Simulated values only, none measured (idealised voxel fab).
Proc. module: voxel fin reveal
We display cut, a cross-section 295 nm in width whose square cells are each 5 nm.
A cross-section is a grid of square cells, given in bands from the top down. A band is one or more rows of cells.
The band entry comprises the height of the band's top followed by the height of its bottom, expressed in nm, and subsequently the band's materials from left to right, each stated together with its width in nm. Where a single material is marked with the word "throughout", that material fills the band from edge to edge. The word "air" represents empty space.
Counting heights begins at 0, where everything beneath is, in the wafer as received, one material. The lowest band has no bottom; it goes on downwards, as "from 0 down" shows.
A width given as "30->40" starts at the first number in the band's top row and ends at the second number in its bottom row, shifting by an equal amount at every step from row to row.
What does "nothing got changed" mean for a step? It means no cell of the cross-section changed in that step.
Basically, "Closed cavity list" tells you about the enclosed voids: empty spaces with no open way to the top, 8 cells or bigger, each written width x height at distance, where distance is from the left edge, all in nm.
On a step's line, text after the settings is the simulator commenting on that step.
What "overlay nm" on a step's line means: if the step has a mask, that mask lay this far to the right of its planned place, or, when the value is negative, to the left.

Process steps (planned)
1. RECEIVE,material Si
2. CONFORMAL_DEP,material SiN,thk nm 10
3. MASKED_ETCH,tone cover,mask id FINS,width nm 15,pitch nm 45,etch materials SiN,depth nm 10,overlay nm 0
4. MASKED_ETCH,tone cover,mask id FINS,width nm 15,pitch nm 45,etch materials Si,depth nm 40,overlay nm 0
5. OXIDIZE,depth nm 5
6. FILL_DEP,material SiO2,thk nm 15
7. CMP,height nm 10
8. SELECTIVE_ETCH,etch materials SiO2,depth nm 25
9. STRIP,etch materials SiN

First out of two wafers; run went to plan

So this is the incoming wafer in cross-section - it's already been through step 1
    from 0 down  Si throughout
    Closed cavity list: none

Cross-section through the wafer, step 2 finished
    from 10 to 0  SiN throughout
    All layers under 0 are left as they were.

Cross-section through the wafer, step 3 finished
    from 10 to 0  air 115, then SiN 15, then air 30, then SiN 15, then air 120
    All layers under 0 are left as they were.

Cross-section through the wafer, step 4 finished
    from 10 to 0  air 115, then SiN 15, then air 30, then SiN 15, then air 120
    from 0 to -40  air 115, then Si 15, then air 30, then Si 15, then air 120
    All layers under -40 are left as they were.

Cross-section through the wafer, step 5 finished
    from 10 to 0  air 115, then SiN 15, then air 30, then SiN 15, then air 120
    from 0 to -40  air 115, then SiO2 5, then Si 5, then SiO2 5, then air 30, then SiO2 5, then Si 5, then SiO2 5, then air 120
    from -40 to -45  SiO2 120, then Si 5, then SiO2 40, then Si 5, then SiO2 125
    All layers under -45 are left as they were.

Cross-section through the wafer, step 6 finished
    from 25 to 10  SiO2 throughout
    from 10 to 0  SiO2 115, then SiN 15, then SiO2 30, then SiN 15, then SiO2 120
    from 0 to -45  SiO2 120, then Si 5, then SiO2 40, then Si 5, then SiO2 125
    All layers under -45 are left as they were.

Cross-section through the wafer, step 7 finished
    from 10 to 0  SiO2 115, then SiN 15, then SiO2 30, then SiN 15, then SiO2 120
    All layers under 0 are left as they were.

Cross-section through the wafer, step 8 finished
    from 10 to 0  air 115, then SiN 15, then air 30, then SiN 15, then air 120
    from 0 to -15  air 120, then Si 5, then air 40, then Si 5, then air 125
    All layers under -15 are left as they were.

Cross-section through the wafer, step 9 finished
    from 0 to -15  air 120, then Si 5, then air 40, then Si 5, then air 125
    All layers under -15 are left as they were.

What follows concerns the second wafer, which started out like the first and was meant to follow the very same plan; one mistake crept in when it was run, but everything up to and including step 2 is the same as for the first wafer

Second wafer cross-section, taken as of the time the plan sets for step 3 to be done
    from 10 to 0  SiN 115, then air 15, then SiN 30, then air 15, then SiN 120
    All layers under 0 are left as they were.

Second wafer cross-section, taken as of the time the plan sets for step 4 to be done: nothing got changed

Second wafer cross-section, taken as of the time the plan sets for step 5 to be done
    from 10 to 0  SiN 115, then air 15, then SiN 30, then air 15, then SiN 120
    from 0 to -5  Si 110, then SiO2 25, then Si 20, then SiO2 25, then Si 115
    All layers under -5 are left as they were.

Second wafer cross-section, taken as of the time the plan sets for step 6 to be done
    from 25 to 10  SiO2 throughout
    from 10 to 0  SiN 115, then SiO2 15, then SiN 30, then SiO2 15, then SiN 120
    All layers under 0 are left as they were.

Second wafer cross-section, taken as of the time the plan sets for step 7 to be done
    from 10 to 0  SiN 115, then SiO2 15, then SiN 30, then SiO2 15, then SiN 120
    All layers under 0 are left as they were.

Second wafer cross-section, taken as of the time the plan sets for step 8 to be done
    from 10 to 0  SiN 115, then air 15, then SiN 30, then air 15, then SiN 120
    from 0 to -5  Si 110, then air 25, then Si 20, then air 25, then Si 115
    All layers under -5 are left as they were.

Second wafer cross-section, taken as of the time the plan sets for step 9 to be done
    from 0 to -5  Si 110, then air 25, then Si 20, then air 25, then Si 115
    All layers under -5 are left as they were.
Deviation from plan: step 3, actual vs plan mismatch, actual run MASKED_ETCH,tone open,mask id FINS,width nm 15,pitch nm 45,etch materials SiN,depth nm 10,overlay nm 0
Upon completion, the second wafer contains, in terms of cells, a greater or smaller amount of certain materials than the first wafer: Si +503; SiO2 -342
